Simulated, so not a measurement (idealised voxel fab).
Process module, titled voxel gate over fins
Each square cell in cross-section cut measures 5 nm, and the section as a whole is 255 nm wide.
Cross-section = grid of square cells, listed top down in bands; band = one or more rows.
A band entry consists of two parts. The first gives the height of the band's top and the height of its bottom, in nm. The rest lists the band's materials from left to right, each with its width in nm. A single material labelled with the word "full width" fills the band from edge to edge, and the word "blank" marks empty space.
Measure heights from 0. That's the level where, below it, the as-received wafer is all one material. The lowest band is bottomless and extends downward; write it as in "z 0 and below".
Top row gets the first number, bottom row gets the second, and each row in between changes by the same step: that is how a band width like "30..40" works.
Reading "no modifications" for a step: not a cell of the cross-section changed in it.
Empty spaces counting at least 8 cells and having no open way to the top are listed in "Sealed void inventory". The notation width x height at distance is used for each, the distance being from the left edge and all three values in nm.
Whatever follows a step's settings on its line is a remark the simulator itself makes about that step.
overlay nm: mask offset rightward from planned place, masked step; negative means leftward offset.

This section lists the process steps that were planned:
1: RECEIVE | material Si
2: CONFORMAL_DEP | material SiN | thk nm 5
3: MASKED_ETCH | tone cover | mask id FINS | width nm 15 | pitch nm 55 | etch materials SiN | depth nm 5 | overlay nm 0
4: MASKED_ETCH | tone cover | mask id FINS | width nm 15 | pitch nm 55 | etch materials Si | depth nm 40 | overlay nm 0
5: FILL_DEP | material SiO2 | thk nm 5
6: CMP | height nm 5
7: PATTERN | tone open | mask id RAIL | material resist | width nm 15 | thk nm 20 | overlay nm 0
8: DIRECTIONAL_ETCH | etch materials SiO2 | depth nm 40
9: STRIP | etch materials resist
10: CONFORMAL_DEP | material TiN | thk nm 5
11: FILL_DEP | material Ru | thk nm 5
12: CMP | height nm 5
13: SELECTIVE_ETCH | etch materials W Ru TiN | depth nm 25
14: FILL_DEP | material SiO2 | thk nm 5
15: CMP | height nm 5
16: SELECTIVE_ETCH | etch materials SiO2 | depth nm 15
17: STRIP | etch materials SiN
18: CONFORMAL_DEP | material HfO2 | thk nm 5
19: CONFORMAL_DEP | material TiN | thk nm 5
20: CONFORMAL_DEP | material TiAl | thk nm 5
21: CONFORMAL_DEP | material TiN | thk nm 5
22: FILL_DEP | material W | thk nm 15
23: CMP | height nm 30
24: CONFORMAL_DEP | material SiN | thk nm 10

The first of two wafers, run as planned:

As-received state of the wafer in cross-section, equivalent to post-step 1:
z 0 and below  Si full width
Sealed void inventory: none

Step 2 complete: cross-section through the wafer:
z 5 to 0  SiN full width
For the remainder of the cross-section, below 0, there is no change.

Step 3 complete: cross-section through the wafer:
z 5 to 0  blank (35), then SiN (15), then blank (40), then SiN (15), then blank (40), then SiN (15), then blank (40), then SiN (15), then blank (40)
For the remainder of the cross-section, below 0, there is no change.

Step 4 complete: cross-section through the wafer:
z 5 to 0  blank (35), then SiN (15), then blank (40), then SiN (15), then blank (40), then SiN (15), then blank (40), then SiN (15), then blank (40)
z 0 to -40  blank (35), then Si (15), then blank (40), then Si (15), then blank (40), then Si (15), then blank (40), then Si (15), then blank (40)
For the remainder of the cross-section, below -40, there is no change.

Step 5 complete: cross-section through the wafer:
z 10 to 5  SiO2 full width
z 5 to 0  SiO2 (35), then SiN (15), then SiO2 (40), then SiN (15), then SiO2 (40), then SiN (15), then SiO2 (40), then SiN (15), then SiO2 (40)
z 0 to -40  SiO2 (35), then Si (15), then SiO2 (40), then Si (15), then SiO2 (40), then Si (15), then SiO2 (40), then Si (15), then SiO2 (40)
For the remainder of the cross-section, below -40, there is no change.

Step 6 complete: cross-section through the wafer:
z 5 to 0  SiO2 (35), then SiN (15), then SiO2 (40), then SiN (15), then SiO2 (40), then SiN (15), then SiO2 (40), then SiN (15), then SiO2 (40)
For the remainder of the cross-section, below 0, there is no change.

Step 7 complete: cross-section through the wafer:
z 25 to 5  resist (60), then blank (15), then resist (180)
For the remainder of the cross-section, below 5, there is no change.

Step 8 complete: cross-section through the wafer:
z 25 to 5  resist (60), then blank (15), then resist (180)
z 5 to 0  SiO2 (35), then SiN (15), then SiO2 (10), then blank (15), then SiO2 (15), then SiN (15), then SiO2 (40), then SiN (15), then SiO2 (40), then SiN (15), then SiO2 (40)
z 0 to -35  SiO2 (35), then Si (15), then SiO2 (10), then blank (15), then SiO2 (15), then Si (15), then SiO2 (40), then Si (15), then SiO2 (40), then Si (15), then SiO2 (40)
For the remainder of the cross-section, below -35, there is no change.

Step 9 complete: cross-section through the wafer:
z 5 to 0  SiO2 (35), then SiN (15), then SiO2 (10), then blank (15), then SiO2 (15), then SiN (15), then SiO2 (40), then SiN (15), then SiO2 (40), then SiN (15), then SiO2 (40)
For the remainder of the cross-section, below 0, there is no change.

Step 10 complete: cross-section through the wafer:
z 10 to 5  TiN (65), then blank (5), then TiN (185)
z 5 to 0  SiO2 (35), then SiN (15), then SiO2 (10), then TiN (5), then blank (5), then TiN (5), then SiO2 (15), then SiN (15), then SiO2 (40), then SiN (15), then SiO2 (40), then SiN (15), then SiO2 (40)
z 0 to -30  SiO2 (35), then Si (15), then SiO2 (10), then TiN (5), then blank (5), then TiN (5), then SiO2 (15), then Si (15), then SiO2 (40), then Si (15), then SiO2 (40), then Si (15), then SiO2 (40)
z -30 to -35  SiO2 (35), then Si (15), then SiO2 (10), then TiN (15), then SiO2 (15), then Si (15), then SiO2 (40), then Si (15), then SiO2 (40), then Si (15), then SiO2 (40)
For the remainder of the cross-section, below -35, there is no change.

Step 11 complete: cross-section through the wafer:
z 15 to 10  Ru full width
z 10 to 5  TiN (65), then Ru (5), then TiN (185)
z 5 to 0  SiO2 (35), then SiN (15), then SiO2 (10), then TiN (5), then Ru (5), then TiN (5), then SiO2 (15), then SiN (15), then SiO2 (40), then SiN (15), then SiO2 (40), then SiN (15), then SiO2 (40)
z 0 to -30  SiO2 (35), then Si (15), then SiO2 (10), then TiN (5), then Ru (5), then TiN (5), then SiO2 (15), then Si (15), then SiO2 (40), then Si (15), then SiO2 (40), then Si (15), then SiO2 (40)
For the remainder of the cross-section, below -30, there is no change.

Step 12 complete: cross-section through the wafer:
z 5 to 0  SiO2 (35), then SiN (15), then SiO2 (10), then TiN (5), then Ru (5), then TiN (5), then SiO2 (15), then SiN (15), then SiO2 (40), then SiN (15), then SiO2 (40), then SiN (15), then SiO2 (40)
For the remainder of the cross-section, below 0, there is no change.

Step 13 complete: cross-section through the wafer:
z 5 to 0  SiO2 (35), then SiN (15), then SiO2 (10), then blank (15), then SiO2 (15), then SiN (15), then SiO2 (40), then SiN (15), then SiO2 (40), then SiN (15), then SiO2 (40)
z 0 to -20  SiO2 (35), then Si (15), then SiO2 (10), then blank (15), then SiO2 (15), then Si (15), then SiO2 (40), then Si (15), then SiO2 (40), then Si (15), then SiO2 (40)
For the remainder of the cross-section, below -20, there is no change.

Step 14 complete: cross-section through the wafer:
z 10 to 5  SiO2 full width
z 5 to 0  SiO2 (35), then SiN (15), then SiO2 (40), then SiN (15), then SiO2 (40), then SiN (15), then SiO2 (40), then SiN (15), then SiO2 (40)
z 0 to -20  SiO2 (35), then Si (15), then SiO2 (40), then Si (15), then SiO2 (40), then Si (15), then SiO2 (40), then Si (15), then SiO2 (40)
For the remainder of the cross-section, below -20, there is no change.

Step 15 complete: cross-section through the wafer:
z 5 to 0  SiO2 (35), then SiN (15), then SiO2 (40), then SiN (15), then SiO2 (40), then SiN (15), then SiO2 (40), then SiN (15), then SiO2 (40)
For the remainder of the cross-section, below 0, there is no change.

Step 16 complete: cross-section through the wafer:
z 5 to 0  blank (35), then SiN (15), then blank (40), then SiN (15), then blank (40), then SiN (15), then blank (40), then SiN (15), then blank (40)
z 0 to -10  blank (35), then Si (15), then blank (40), then Si (15), then blank (40), then Si (15), then blank (40), then Si (15), then blank (40)
For the remainder of the cross-section, below -10, there is no change.

Step 17 complete: cross-section through the wafer:
z 0 to -10  blank (35), then Si (15), then blank (40), then Si (15), then blank (40), then Si (15), then blank (40), then Si (15), then blank (40)
For the remainder of the cross-section, below -10, there is no change.

Step 18 complete: cross-section through the wafer:
z 5 to 0  blank (30), then HfO2 (25), then blank (30), then HfO2 (25), then blank (30), then HfO2 (25), then blank (30), then HfO2 (25), then blank (35)
z 0 to -5  blank (30), then HfO2 (5), then Si (15), then HfO2 (5), then blank (30), then HfO2 (5), then Si (15), then HfO2 (5), then blank (30), then HfO2 (5), then Si (15), then HfO2 (5), then blank (30), then HfO2 (5), then Si (15), then HfO2 (5), then blank (35)
z -5 to -10  HfO2 (35), then Si (15), then HfO2 (40), then Si (15), then HfO2 (40), then Si (15), then HfO2 (40), then Si (15), then HfO2 (40)
For the remainder of the cross-section, below -10, there is no change.

Step 19 complete: cross-section through the wafer:
z 10 to 5  blank (25), then TiN (35), then blank (20), then TiN (35), then blank (20), then TiN (35), then blank (20), then TiN (35), then blank (30)
z 5 to 0  blank (25), then TiN (5), then HfO2 (25), then TiN (5), then blank (20), then TiN (5), then HfO2 (25), then TiN (5), then blank (20), then TiN (5), then HfO2 (25), then TiN (5), then blank (20), then TiN (5), then HfO2 (25), then TiN (5), then blank (30)
z 0 to -5  TiN (30), then HfO2 (5), then Si (15), then HfO2 (5), then TiN (30), then HfO2 (5), then Si (15), then HfO2 (5), then TiN (30), then HfO2 (5), then Si (15), then HfO2 (5), then TiN (30), then HfO2 (5), then Si (15), then HfO2 (5), then TiN (35)
For the remainder of the cross-section, below -5, there is no change.

Step 20 complete: cross-section through the wafer:
z 15 to 10  blank (20), then TiAl (45), then blank (10), then TiAl (45), then blank (10), then TiAl (45), then blank (10), then TiAl (45), then blank (25)
z 10 to 5  blank (20), then TiAl (5), then TiN (35), then TiAl (5), then blank (10), then TiAl (5), then TiN (35), then TiAl (5), then blank (10), then TiAl (5), then TiN (35), then TiAl (5), then blank (10), then TiAl (5), then TiN (35), then TiAl (5), then blank (25)
z 5 to 0  TiAl (25), then TiN (5), then HfO2 (25), then TiN (5), then TiAl (20), then TiN (5), then HfO2 (25), then TiN (5), then TiAl (20), then TiN (5), then HfO2 (25), then TiN (5), then TiAl (20), then TiN (5), then HfO2 (25), then TiN (5), then TiAl (30)
For the remainder of the cross-section, below 0, there is no change.

Step 21 complete: cross-section through the wafer:
z 20 to 15  blank (15), then TiN (220), then blank (20)
z 15 to 10  blank (15), then TiN (5), then TiAl (45), then TiN (10), then TiAl (45), then TiN (10), then TiAl (45), then TiN (10), then TiAl (45), then TiN (5), then blank (20)
z 10 to 5  TiN (20), then TiAl (5), then TiN (35), then TiAl (5), then TiN (10), then TiAl (5), then TiN (35), then TiAl (5), then TiN (10), then TiAl (5), then TiN (35), then TiAl (5), then TiN (10), then TiAl (5), then TiN (35), then TiAl (5), then TiN (25)
For the remainder of the cross-section, below 5, there is no change.

Step 22 complete: cross-section through the wafer:
z 35 to 20  W full width
z 20 to 15  W (15), then TiN (220), then W (20)
z 15 to 10  W (15), then TiN (5), then TiAl (45), then TiN (10), then TiAl (45), then TiN (10), then TiAl (45), then TiN (10), then TiAl (45), then TiN (5), then W (20)
For the remainder of the cross-section, below 10, there is no change.

Step 23 complete: cross-section through the wafer:
z 30 to 20  W full width
For the remainder of the cross-section, below 20, there is no change.

Step 24 complete: cross-section through the wafer:
z 40 to 30  SiN full width
For the remainder of the cross-section, below 30, there is no change.

Second wafer. Start and plan as for the first. One mistake made in running. Agrees with the first up to and including step 18:

Cross-sectional representation of the second wafer at the time designated in the plan for the completion of step 19:
z 10 to 5  blank (25), then SiN (35), then blank (20), then SiN (35), then blank (20), then SiN (35), then blank (20), then SiN (35), then blank (30)
z 5 to 0  blank (25), then SiN (5), then HfO2 (25), then SiN (5), then blank (20), then SiN (5), then HfO2 (25), then SiN (5), then blank (20), then SiN (5), then HfO2 (25), then SiN (5), then blank (20), then SiN (5), then HfO2 (25), then SiN (5), then blank (30)
z 0 to -5  SiN (30), then HfO2 (5), then Si (15), then HfO2 (5), then SiN (30), then HfO2 (5), then Si (15), then HfO2 (5), then SiN (30), then HfO2 (5), then Si (15), then HfO2 (5), then SiN (30), then HfO2 (5), then Si (15), then HfO2 (5), then SiN (35)
For the remainder of the cross-section, below -5, there is no change.

Cross-sectional representation of the second wafer at the time designated in the plan for the completion of step 20:
z 15 to 10  blank (20), then TiAl (45), then blank (10), then TiAl (45), then blank (10), then TiAl (45), then blank (10), then TiAl (45), then blank (25)
z 10 to 5  blank (20), then TiAl (5), then SiN (35), then TiAl (5), then blank (10), then TiAl (5), then SiN (35), then TiAl (5), then blank (10), then TiAl (5), then SiN (35), then TiAl (5), then blank (10), then TiAl (5), then SiN (35), then TiAl (5), then blank (25)
z 5 to 0  TiAl (25), then SiN (5), then HfO2 (25), then SiN (5), then TiAl (20), then SiN (5), then HfO2 (25), then SiN (5), then TiAl (20), then SiN (5), then HfO2 (25), then SiN (5), then TiAl (20), then SiN (5), then HfO2 (25), then SiN (5), then TiAl (30)
For the remainder of the cross-section, below 0, there is no change.

Cross-sectional representation of the second wafer at the time designated in the plan for the completion of step 21:
z 20 to 15  blank (15), then TiN (220), then blank (20)
z 15 to 10  blank (15), then TiN (5), then TiAl (45), then TiN (10), then TiAl (45), then TiN (10), then TiAl (45), then TiN (10), then TiAl (45), then TiN (5), then blank (20)
z 10 to 5  TiN (20), then TiAl (5), then SiN (35), then TiAl (5), then TiN (10), then TiAl (5), then SiN (35), then TiAl (5), then TiN (10), then TiAl (5), then SiN (35), then TiAl (5), then TiN (10), then TiAl (5), then SiN (35), then TiAl (5), then TiN (25)
For the remainder of the cross-section, below 5, there is no change.

Cross-sectional representation of the second wafer at the time designated in the plan for the completion of step 22:
z 35 to 20  W full width
z 20 to 15  W (15), then TiN (220), then W (20)
z 15 to 10  W (15), then TiN (5), then TiAl (45), then TiN (10), then TiAl (45), then TiN (10), then TiAl (45), then TiN (10), then TiAl (45), then TiN (5), then W (20)
For the remainder of the cross-section, below 10, there is no change.

Cross-sectional representation of the second wafer at the time designated in the plan for the completion of step 23:
z 30 to 20  W full width
For the remainder of the cross-section, below 20, there is no change.

Cross-sectional representation of the second wafer at the time designated in the plan for the completion of step 24:
z 40 to 30  SiN full width
For the remainder of the cross-section, below 30, there is no change.
So what did we get wrong on this run? so step 19 ended up running with a different setting than we planned, it ran as CONFORMAL_DEP | material SiN | thk nm 5
Final difference in cells, second wafer against first, listed per material as more or fewer: SiN +67; TiN -67
